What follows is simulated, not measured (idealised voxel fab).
process module | voxel spacer lines
cross-section cut | 265 nm wide | cells 5 nm
A cross-section is a grid of square cells, given in bands from the top down. A band is one or more rows of cells.
Each band's line starts with the height of the band's top and of its bottom, in nm. Then come its materials from left to right, each with its width in nm. One material with "throughout" fills the band from edge to edge. "air" is empty space.
Height 0 is the level under which the wafer as received is all one material. The lowest band goes on downwards, as in "0 down".
A width such as "30 to 40" changes by the same amount from each row of cells to the next, from the band's top row to its bottom row.
"no change" after a step means that no cell of the cross-section changed.
closed voids: empty space of 8 cells or more with no open way to the top, each as width x height at its distance from the left edge, in nm
after a step's settings: what the simulator itself notes on the step
overlay nm, on a step with a mask: how far to the right of its planned place the mask lay; to the left if negative
Each pair below shows a cross-section before one step and the cross-section after it, down to the lowest band that changed. The line under each pair gives the step between them, with its settings. The pairs can come from different runs of this module on the same starting wafer, so a pair continues from the pair above only where its "before" says so.
before
  0 down: Si throughout
  closed voids: none
after
  10 to 0: Al2O3 throughout
  below 0: unchanged
  closed voids: none
the step between: op CONFORMAL_DEP | material Al2O3 | thk nm 10
before: the cross-section after the pair above
after
  20 to 10: SiN throughout
  below 10: unchanged
  closed voids: none
the step between: op DIRECTIONAL_DEP | material SiN | thk nm 10
before: the cross-section after the pair above
after
  50 to 20: aC throughout
  below 20: unchanged
  closed voids: none
the step between: op DIRECTIONAL_DEP | material aC | thk nm 30
before: the cross-section after the pair above
after
  85 to 50: air 40 | resist 25 | air 55 | resist 25 | air 55 | resist 25 | air 40
  below 50: unchanged
  closed voids: none
the step between: op PATTERN | tone cover | mask id MANDREL | material resist | width nm 25 | pitch nm 80 | thk nm 35 | overlay nm 0
before: the cross-section after the pair above
after
  55 to 50: air 40 | resist 25 | air 55 | resist 25 | air 55 | resist 25 | air 40
  50 to 20: air 40 | aC 25 | air 55 | aC 25 | air 55 | aC 25 | air 40
  below 20: unchanged
  closed voids: none
the step between: op DIRECTIONAL_ETCH | etch materials aC | depth nm 30
before: the cross-section after the pair above
after
  50 to 20: air 40 | aC 25 | air 55 | aC 25 | air 55 | aC 25 | air 40
  below 20: unchanged
  closed voids: none
the step between: op STRIP | etch materials resist
before: the cross-section after the pair above
after
  65 to 50: air 25 | SiO2 55 | air 25 | SiO2 55 | air 25 | SiO2 55 | air 25
  50 to 35: air 25 | SiO2 15 | aC 25 | SiO2 15 | air 25 | SiO2 15 | aC 25 | SiO2 15 | air 25 | SiO2 15 | aC 25 | SiO2 15 | air 25
  35 to 20: SiO2 40 | aC 25 | SiO2 55 | aC 25 | SiO2 55 | aC 25 | SiO2 40
  below 20: unchanged
  closed voids: none
the step between: op CONFORMAL_DEP | material SiO2 | thk nm 15
before: the cross-section after the pair above
after
  50 to 20: air 25 | SiO2 15 | aC 25 | SiO2 15 | air 25 | SiO2 15 | aC 25 | SiO2 15 | air 25 | SiO2 15 | aC 25 | SiO2 15 | air 25
  below 20: unchanged
  closed voids: none
the step between: op DIRECTIONAL_ETCH | etch materials SiO2 | depth nm 15
before: the cross-section after the pair above
after
  50 to 20: air 25 | SiO2 15 | air 25 | SiO2 15 | air 25 | SiO2 15 | air 25 | SiO2 15 | air 25 | SiO2 15 | air 25 | SiO2 15 | air 25
  below 20: unchanged
  closed voids: none
the step between: op STRIP | etch materials aC
before: the cross-section after the pair above
after
  50 to 20: air 25 | SiO2 15 | air 25 | SiO2 15 | air 25 | SiO2 15 | air 25 | SiO2 15 | air 25 | SiO2 15 | air 25 | SiO2 15 | air 25
  20 to 10: air 25 | SiN 15 | air 25 | SiN 15 | air 25 | SiN 15 | air 25 | SiN 15 | air 25 | SiN 15 | air 25 | SiN 15 | air 25
  below 10: unchanged
  closed voids: none
the step between: op DIRECTIONAL_ETCH | etch materials SiN | depth nm 10
before: the cross-section after the pair above
after
  20 to 10: air 25 | SiN 15 | air 25 | SiN 15 | air 25 | SiN 15 | air 25 | SiN 15 | air 25 | SiN 15 | air 25 | SiN 15 | air 25
  below 10: unchanged
  closed voids: none
the step between: op STRIP | etch materials SiO2
before: the cross-section after the pair above
after
  30 to 20: lowk throughout
  20 to 10: lowk 25 | SiN 15 | lowk 25 | SiN 15 | lowk 25 | SiN 15 | lowk 25 | SiN 15 | lowk 25 | SiN 15 | lowk 25 | SiN 15 | lowk 25
  below 10: unchanged
  closed voids: none
the step between: op FILL_DEP | material lowk | thk nm 10
before: the cross-section after the pair above
after
  20 to 10: lowk 25 | SiN 15 | lowk 25 | SiN 15 | lowk 25 | SiN 15 | lowk 25 | SiN 15 | lowk 25 | SiN 15 | lowk 25 | SiN 15 | lowk 25
  below 10: unchanged
  closed voids: none
the step between: op CMP | height nm 20
before
  0 down: Si throughout
  closed voids: none
after
  10 to 0: SiN throughout
  below 0: unchanged
  closed voids: none
the step between: op DIRECTIONAL_DEP | material SiN | thk nm 10
before: the cross-section after the pair above
after
  40 to 10: aC throughout
  below 10: unchanged
  closed voids: none
the step between: op DIRECTIONAL_DEP | material aC | thk nm 30
before: the cross-section after the pair above
after
  75 to 40: air 40 | resist 25 | air 55 | resist 25 | air 55 | resist 25 | air 40
  below 40: unchanged
  closed voids: none
the step between: op PATTERN | tone cover | mask id MANDREL | material resist | width nm 25 | pitch nm 80 | thk nm 35 | overlay nm 0
before: the cross-section after the pair above
after
  45 to 40: air 40 | resist 25 | air 55 | resist 25 | air 55 | resist 25 | air 40
  40 to 10: air 40 | aC 25 | air 55 | aC 25 | air 55 | aC 25 | air 40
  below 10: unchanged
  closed voids: none
the step between: op DIRECTIONAL_ETCH | etch materials aC | depth nm 30
before: the cross-section after the pair above
after
  40 to 10: air 40 | aC 25 | air 55 | aC 25 | air 55 | aC 25 | air 40
  below 10: unchanged
  closed voids: none
the step between: op STRIP | etch materials resist
before: the cross-section after the pair above
after
  55 to 40: air 25 | SiO2 55 | air 25 | SiO2 55 | air 25 | SiO2 55 | air 25
  40 to 25: air 25 | SiO2 15 | aC 25 | SiO2 15 | air 25 | SiO2 15 | aC 25 | SiO2 15 | air 25 | SiO2 15 | aC 25 | SiO2 15 | air 25
  25 to 10: SiO2 40 | aC 25 | SiO2 55 | aC 25 | SiO2 55 | aC 25 | SiO2 40
  below 10: unchanged
  closed voids: none
the step between: op CONFORMAL_DEP | material SiO2 | thk nm 15
before: the cross-section after the pair above
after
  40 to 10: air 25 | SiO2 15 | aC 25 | SiO2 15 | air 25 | SiO2 15 | aC 25 | SiO2 15 | air 25 | SiO2 15 | aC 25 | SiO2 15 | air 25
  below 10: unchanged
  closed voids: none
the step between: op DIRECTIONAL_ETCH | etch materials SiO2 | depth nm 15
before: the cross-section after the pair above
after
  40 to 10: air 25 | SiO2 15 | air 25 | SiO2 15 | air 25 | SiO2 15 | air 25 | SiO2 15 | air 25 | SiO2 15 | air 25 | SiO2 15 | air 25
  below 10: unchanged
  closed voids: none
the step between: op STRIP | etch materials aC
before: the cross-section after the pair above
after
  40 to 10: air 25 | SiO2 15 | air 25 | SiO2 15 | air 25 | SiO2 15 | air 25 | SiO2 15 | air 25 | SiO2 15 | air 25 | SiO2 15 | air 25
  10 to 0: air 25 | SiN 15 | air 25 | SiN 15 | air 25 | SiN 15 | air 25 | SiN 15 | air 25 | SiN 15 | air 25 | SiN 15 | air 25
  below 0: unchanged
  closed voids: none
the step between: op DIRECTIONAL_ETCH | etch materials SiN | depth nm 10
before: the cross-section after the pair above
after
  10 to 0: air 25 | SiN 15 | air 25 | SiN 15 | air 25 | SiN 15 | air 25 | SiN 15 | air 25 | SiN 15 | air 25 | SiN 15 | air 25
  below 0: unchanged
  closed voids: none
the step between: op STRIP | etch materials SiO2
before: the cross-section after the pair above
after
  20 to 10: lowk throughout
  10 to 0: lowk 25 | SiN 15 | lowk 25 | SiN 15 | lowk 25 | SiN 15 | lowk 25 | SiN 15 | lowk 25 | SiN 15 | lowk 25 | SiN 15 | lowk 25
  below 0: unchanged
  closed voids: none
the step between: op FILL_DEP | material lowk | thk nm 10
before
  50 to 20: air 25 | SiO2 15 | aC 25 | SiO2 15 | air 25 | SiO2 15 | aC 25 | SiO2 15 | air 25 | SiO2 15 | aC 25 | SiO2 15 | air 25
  20 to 10: SiN throughout
  10 to 0: Al2O3 throughout
  0 down: Si throughout
  closed voids: none
after
  50 to 35: air 40 | aC 25 | air 55 | aC 25 | air 55 | aC 25 | air 40
  below 35: unchanged
  closed voids: none
the step between: op DIRECTIONAL_ETCH | etch materials SiO2 | depth nm 15
before: the cross-section after the pair above
after
  35 to 20: air 25 | SiO2 15 | air 25 | SiO2 15 | air 25 | SiO2 15 | air 25 | SiO2 15 | air 25 | SiO2 15 | air 25 | SiO2 15 | air 25
  below 20: unchanged
  closed voids: none
the step between: op STRIP | etch materials aC
before: the cross-section after the pair above
after
  35 to 20: air 25 | SiO2 15 | air 25 | SiO2 15 | air 25 | SiO2 15 | air 25 | SiO2 15 | air 25 | SiO2 15 | air 25 | SiO2 15 | air 25
  20 to 10: air 25 | SiN 15 | air 25 | SiN 15 | air 25 | SiN 15 | air 25 | SiN 15 | air 25 | SiN 15 | air 25 | SiN 15 | air 25
  below 10: unchanged
  closed voids: none
the step between: op DIRECTIONAL_ETCH | etch materials SiN | depth nm 10
before: the cross-section after the pair above
after
  20 to 10: air 25 | SiN 15 | air 25 | SiN 15 | air 25 | SiN 15 | air 25 | SiN 15 | air 25 | SiN 15 | air 25 | SiN 15 | air 25
  below 10: unchanged
  closed voids: none
the step between: op STRIP | etch materials SiO2
before
  10 to 0: SiN throughout
  0 down: Si throughout
  closed voids: none
after
  20 to 10: Al2O3 throughout
  below 10: unchanged
  closed voids: none
the step between: op CONFORMAL_DEP | material Al2O3 | thk nm 10
before: the cross-section after the pair above
after
  50 to 20: aC throughout
  below 20: unchanged
  closed voids: none
the step between: op DIRECTIONAL_DEP | material aC | thk nm 30
before: the cross-section after the pair above
after
  85 to 50: air 40 | resist 25 | air 55 | resist 25 | air 55 | resist 25 | air 40
  below 50: unchanged
  closed voids: none
the step between: op PATTERN | tone cover | mask id MANDREL | material resist | width nm 25 | pitch nm 80 | thk nm 35 | overlay nm 0
before: the cross-section after the pair above
after
  55 to 50: air 40 | resist 25 | air 55 | resist 25 | air 55 | resist 25 | air 40
  50 to 20: air 40 | aC 25 | air 55 | aC 25 | air 55 | aC 25 | air 40
  below 20: unchanged
  closed voids: none
the step between: op DIRECTIONAL_ETCH | etch materials aC | depth nm 30
before: the cross-section after the pair above
after
  50 to 20: air 40 | aC 25 | air 55 | aC 25 | air 55 | aC 25 | air 40
  below 20: unchanged
  closed voids: none
the step between: op STRIP | etch materials resist
before: the cross-section after the pair above
after
  65 to 50: air 25 | SiO2 55 | air 25 | SiO2 55 | air 25 | SiO2 55 | air 25
  50 to 35: air 25 | SiO2 15 | aC 25 | SiO2 15 | air 25 | SiO2 15 | aC 25 | SiO2 15 | air 25 | SiO2 15 | aC 25 | SiO2 15 | air 25
  35 to 20: SiO2 40 | aC 25 | SiO2 55 | aC 25 | SiO2 55 | aC 25 | SiO2 40
  below 20: unchanged
  closed voids: none
the step between: op CONFORMAL_DEP | material SiO2 | thk nm 15
before: the cross-section after the pair above
after
  50 to 20: air 25 | SiO2 15 | aC 25 | SiO2 15 | air 25 | SiO2 15 | aC 25 | SiO2 15 | air 25 | SiO2 15 | aC 25 | SiO2 15 | air 25
  below 20: unchanged
  closed voids: none
the step between: op DIRECTIONAL_ETCH | etch materials SiO2 | depth nm 15
before: the cross-section after the pair above
after
  50 to 20: air 25 | SiO2 15 | air 25 | SiO2 15 | air 25 | SiO2 15 | air 25 | SiO2 15 | air 25 | SiO2 15 | air 25 | SiO2 15 | air 25
  below 20: unchanged
  closed voids: none
the step between: op STRIP | etch materials aC
before: the cross-section after the pair above
after
  20 to 10: Al2O3 throughout
  below 10: unchanged
  closed voids: none
the step between: op STRIP | etch materials SiO2
before: the cross-section after the pair above
after
  30 to 20: lowk throughout
  below 20: unchanged
  closed voids: none
the step between: op FILL_DEP | material lowk | thk nm 10
before: the cross-section after the pair above
after
  20 to 10: Al2O3 throughout
  below 10: unchanged
  closed voids: none
the step between: op CMP | height nm 20
before
  30 to 20: lowk throughout
  20 to 10: lowk 25 | SiN 15 | lowk 25 | SiN 15 | lowk 25 | SiN 15 | lowk 25 | SiN 15 | lowk 25 | SiN 15 | lowk 25 | SiN 15 | lowk 25
  10 to 0: Al2O3 throughout
  0 down: Si throughout
  closed voids: none
after
  25 to 20: lowk throughout
  below 20: unchanged
  closed voids: none
the step between: op CMP | height nm 25
before
  50 to 20: aC throughout
  20 to 10: SiN throughout
  10 to 0: Al2O3 throughout
  0 down: Si throughout
  closed voids: none
after
  85 to 50: air 45 | resist 20 | air 60 | resist 20 | air 60 | resist 20 | air 40
  below 50: unchanged
  closed voids: none
the step between: op PATTERN | tone cover | mask id MANDREL | material resist | width nm 20 | pitch nm 80 | thk nm 35 | overlay nm 0
before: the cross-section after the pair above
after
  55 to 50: air 45 | resist 20 | air 60 | resist 20 | air 60 | resist 20 | air 40
  50 to 20: air 45 | aC 20 | air 60 | aC 20 | air 60 | aC 20 | air 40
  below 20: unchanged
  closed voids: none
the step between: op DIRECTIONAL_ETCH | etch materials aC | depth nm 30
before: the cross-section after the pair above
after
  50 to 20: air 45 | aC 20 | air 60 | aC 20 | air 60 | aC 20 | air 40
  below 20: unchanged
  closed voids: none
the step between: op STRIP | etch materials resist
before: the cross-section after the pair above
after
  65 to 50: air 30 | SiO2 50 | air 30 | SiO2 50 | air 30 | SiO2 50 | air 25
  50 to 35: air 30 | SiO2 15 | aC 20 | SiO2 15 | air 30 | SiO2 15 | aC 20 | SiO2 15 | air 30 | SiO2 15 | aC 20 | SiO2 15 | air 25
  35 to 20: SiO2 45 | aC 20 | SiO2 60 | aC 20 | SiO2 60 | aC 20 | SiO2 40
  below 20: unchanged
  closed voids: none
the step between: op CONFORMAL_DEP | material SiO2 | thk nm 15
before: the cross-section after the pair above
after
  50 to 20: air 30 | SiO2 15 | aC 20 | SiO2 15 | air 30 | SiO2 15 | aC 20 | SiO2 15 | air 30 | SiO2 15 | aC 20 | SiO2 15 | air 25
  below 20: unchanged
  closed voids: none
the step between: op DIRECTIONAL_ETCH | etch materials SiO2 | depth nm 15
before: the cross-section after the pair above
after
  50 to 20: air 30 | SiO2 15 | air 20 | SiO2 15 | air 30 | SiO2 15 | air 20 | SiO2 15 | air 30 | SiO2 15 | air 20 | SiO2 15 | air 25
  below 20: unchanged
  closed voids: none
the step between: op STRIP | etch materials aC
before: the cross-section after the pair above
after
  50 to 20: air 30 | SiO2 15 | air 20 | SiO2 15 | air 30 | SiO2 15 | air 20 | SiO2 15 | air 30 | SiO2 15 | air 20 | SiO2 15 | air 25
  20 to 10: air 30 | SiN 15 | air 20 | SiN 15 | air 30 | SiN 15 | air 20 | SiN 15 | air 30 | SiN 15 | air 20 | SiN 15 | air 25
  below 10: unchanged
  closed voids: none
the step between: op DIRECTIONAL_ETCH | etch materials SiN | depth nm 10
before: the cross-section after the pair above
after
  20 to 10: air 30 | SiN 15 | air 20 | SiN 15 | air 30 | SiN 15 | air 20 | SiN 15 | air 30 | SiN 15 | air 20 | SiN 15 | air 25
  below 10: unchanged
  closed voids: none
the step between: op STRIP | etch materials SiO2
before: the cross-section after the pair above
after
  30 to 20: lowk throughout
  20 to 10: lowk 30 | SiN 15 | lowk 20 | SiN 15 | lowk 30 | SiN 15 | lowk 20 | SiN 15 | lowk 30 | SiN 15 | lowk 20 | SiN 15 | lowk 25
  below 10: unchanged
  closed voids: none
the step between: op FILL_DEP | material lowk | thk nm 10
before: the cross-section after the pair above
after
  20 to 10: lowk 30 | SiN 15 | lowk 20 | SiN 15 | lowk 30 | SiN 15 | lowk 20 | SiN 15 | lowk 30 | SiN 15 | lowk 20 | SiN 15 | lowk 25
  below 10: unchanged
  closed voids: none
the step between: op CMP | height nm 20
before
  50 to 20: aC throughout
  20 to 10: SiN throughout
  10 to 0: Al2O3 throughout
  0 down: Si throughout
  closed voids: none
after
  85 to 50: air 35 | resist 25 | air 55 | resist 25 | air 55 | resist 25 | air 45
  below 50: unchanged
  closed voids: none
the step between: op PATTERN | tone cover | mask id MANDREL | material resist | width nm 25 | pitch nm 80 | thk nm 35 | overlay nm -5
before: the cross-section after the pair above
after
  55 to 50: air 35 | resist 25 | air 55 | resist 25 | air 55 | resist 25 | air 45
  50 to 20: air 35 | aC 25 | air 55 | aC 25 | air 55 | aC 25 | air 45
  below 20: unchanged
  closed voids: none
the step between: op DIRECTIONAL_ETCH | etch materials aC | depth nm 30
before: the cross-section after the pair above
after
  50 to 20: air 35 | aC 25 | air 55 | aC 25 | air 55 | aC 25 | air 45
  below 20: unchanged
  closed voids: none
the step between: op STRIP | etch materials resist
before: the cross-section after the pair above
after
  65 to 50: air 20 | SiO2 55 | air 25 | SiO2 55 | air 25 | SiO2 55 | air 30
  50 to 35: air 20 | SiO2 15 | aC 25 | SiO2 15 | air 25 | SiO2 15 | aC 25 | SiO2 15 | air 25 | SiO2 15 | aC 25 | SiO2 15 | air 30
  35 to 20: SiO2 35 | aC 25 | SiO2 55 | aC 25 | SiO2 55 | aC 25 | SiO2 45
  below 20: unchanged
  closed voids: none
the step between: op CONFORMAL_DEP | material SiO2 | thk nm 15
before: the cross-section after the pair above
after
  50 to 20: air 20 | SiO2 15 | aC 25 | SiO2 15 | air 25 | SiO2 15 | aC 25 | SiO2 15 | air 25 | SiO2 15 | aC 25 | SiO2 15 | air 30
  below 20: unchanged
  closed voids: none
the step between: op DIRECTIONAL_ETCH | etch materials SiO2 | depth nm 15
before: the cross-section after the pair above
after
  50 to 20: air 20 | SiO2 15 | air 25 | SiO2 15 | air 25 | SiO2 15 | air 25 | SiO2 15 | air 25 | SiO2 15 | air 25 | SiO2 15 | air 30
  below 20: unchanged
  closed voids: none
the step between: op STRIP | etch materials aC
before: the cross-section after the pair above
after
  50 to 20: air 20 | SiO2 15 | air 25 | SiO2 15 | air 25 | SiO2 15 | air 25 | SiO2 15 | air 25 | SiO2 15 | air 25 | SiO2 15 | air 30
  20 to 10: air 20 | SiN 15 | air 25 | SiN 15 | air 25 | SiN 15 | air 25 | SiN 15 | air 25 | SiN 15 | air 25 | SiN 15 | air 30
  below 10: unchanged
  closed voids: none
the step between: op DIRECTIONAL_ETCH | etch materials SiN | depth nm 10
before: the cross-section after the pair above
after
  20 to 10: air 20 | SiN 15 | air 25 | SiN 15 | air 25 | SiN 15 | air 25 | SiN 15 | air 25 | SiN 15 | air 25 | SiN 15 | air 30
  below 10: unchanged
  closed voids: none
the step between: op STRIP | etch materials SiO2
before: the cross-section after the pair above
after
  30 to 20: lowk throughout
  20 to 10: lowk 20 | SiN 15 | lowk 25 | SiN 15 | lowk 25 | SiN 15 | lowk 25 | SiN 15 | lowk 25 | SiN 15 | lowk 25 | SiN 15 | lowk 30
  below 10: unchanged
  closed voids: none
the step between: op FILL_DEP | material lowk | thk nm 10
before: the cross-section after the pair above
after
  20 to 10: lowk 20 | SiN 15 | lowk 25 | SiN 15 | lowk 25 | SiN 15 | lowk 25 | SiN 15 | lowk 25 | SiN 15 | lowk 25 | SiN 15 | lowk 30
  below 10: unchanged
  closed voids: none
the step between: op CMP | height nm 20
before
  0 down: Si throughout
  closed voids: none
after
  10 to 0: aC throughout
  below 0: unchanged
  closed voids: none
the step between: op CONFORMAL_DEP | material aC | thk nm 10
before: the cross-section after the pair above
after
  20 to 10: SiN throughout
  below 10: unchanged
  closed voids: none
the step between: op DIRECTIONAL_DEP | material SiN | thk nm 10
before: the cross-section after the pair above
after
  50 to 20: aC throughout
  below 20: unchanged
  closed voids: none
the step between: op DIRECTIONAL_DEP | material aC | thk nm 30
before: the cross-section after the pair above
after
  85 to 50: air 40 | resist 25 | air 55 | resist 25 | air 55 | resist 25 | air 40
  below 50: unchanged
  closed voids: none
the step between: op PATTERN | tone cover | mask id MANDREL | material resist | width nm 25 | pitch nm 80 | thk nm 35 | overlay nm 0
before: the cross-section after the pair above
after
  55 to 50: air 40 | resist 25 | air 55 | resist 25 | air 55 | resist 25 | air 40
  50 to 20: air 40 | aC 25 | air 55 | aC 25 | air 55 | aC 25 | air 40
  below 20: unchanged
  closed voids: none
the step between: op DIRECTIONAL_ETCH | etch materials aC | depth nm 30
before: the cross-section after the pair above
after
  50 to 20: air 40 | aC 25 | air 55 | aC 25 | air 55 | aC 25 | air 40
  below 20: unchanged
  closed voids: none
the step between: op STRIP | etch materials resist
before: the cross-section after the pair above
after
  65 to 50: air 25 | SiO2 55 | air 25 | SiO2 55 | air 25 | SiO2 55 | air 25
  50 to 35: air 25 | SiO2 15 | aC 25 | SiO2 15 | air 25 | SiO2 15 | aC 25 | SiO2 15 | air 25 | SiO2 15 | aC 25 | SiO2 15 | air 25
  35 to 20: SiO2 40 | aC 25 | SiO2 55 | aC 25 | SiO2 55 | aC 25 | SiO2 40
  below 20: unchanged
  closed voids: none
the step between: op CONFORMAL_DEP | material SiO2 | thk nm 15
before: the cross-section after the pair above
after
  50 to 20: air 25 | SiO2 15 | aC 25 | SiO2 15 | air 25 | SiO2 15 | aC 25 | SiO2 15 | air 25 | SiO2 15 | aC 25 | SiO2 15 | air 25
  below 20: unchanged
  closed voids: none
the step between: op DIRECTIONAL_ETCH | etch materials SiO2 | depth nm 15
before: the cross-section after the pair above
after
  50 to 20: air 25 | SiO2 15 | air 25 | SiO2 15 | air 25 | SiO2 15 | air 25 | SiO2 15 | air 25 | SiO2 15 | air 25 | SiO2 15 | air 25
  below 20: unchanged
  closed voids: none
the step between: op STRIP | etch materials aC
before: the cross-section after the pair above
after
  50 to 20: air 25 | SiO2 15 | air 25 | SiO2 15 | air 25 | SiO2 15 | air 25 | SiO2 15 | air 25 | SiO2 15 | air 25 | SiO2 15 | air 25
  20 to 10: air 25 | SiN 15 | air 25 | SiN 15 | air 25 | SiN 15 | air 25 | SiN 15 | air 25 | SiN 15 | air 25 | SiN 15 | air 25
  below 10: unchanged
  closed voids: none
the step between: op DIRECTIONAL_ETCH | etch materials SiN | depth nm 10
before: the cross-section after the pair above
after
  20 to 10: air 25 | SiN 15 | air 25 | SiN 15 | air 25 | SiN 15 | air 25 | SiN 15 | air 25 | SiN 15 | air 25 | SiN 15 | air 25
  below 10: unchanged
  closed voids: none
the step between: op STRIP | etch materials SiO2
before: the cross-section after the pair above
after
  30 to 20: lowk throughout
  20 to 10: lowk 25 | SiN 15 | lowk 25 | SiN 15 | lowk 25 | SiN 15 | lowk 25 | SiN 15 | lowk 25 | SiN 15 | lowk 25 | SiN 15 | lowk 25
  below 10: unchanged
  closed voids: none
the step between: op FILL_DEP | material lowk | thk nm 10
before: the cross-section after the pair above
after
  20 to 10: lowk 25 | SiN 15 | lowk 25 | SiN 15 | lowk 25 | SiN 15 | lowk 25 | SiN 15 | lowk 25 | SiN 15 | lowk 25 | SiN 15 | lowk 25
  below 10: unchanged
  closed voids: none
the step between: op CMP | height nm 20
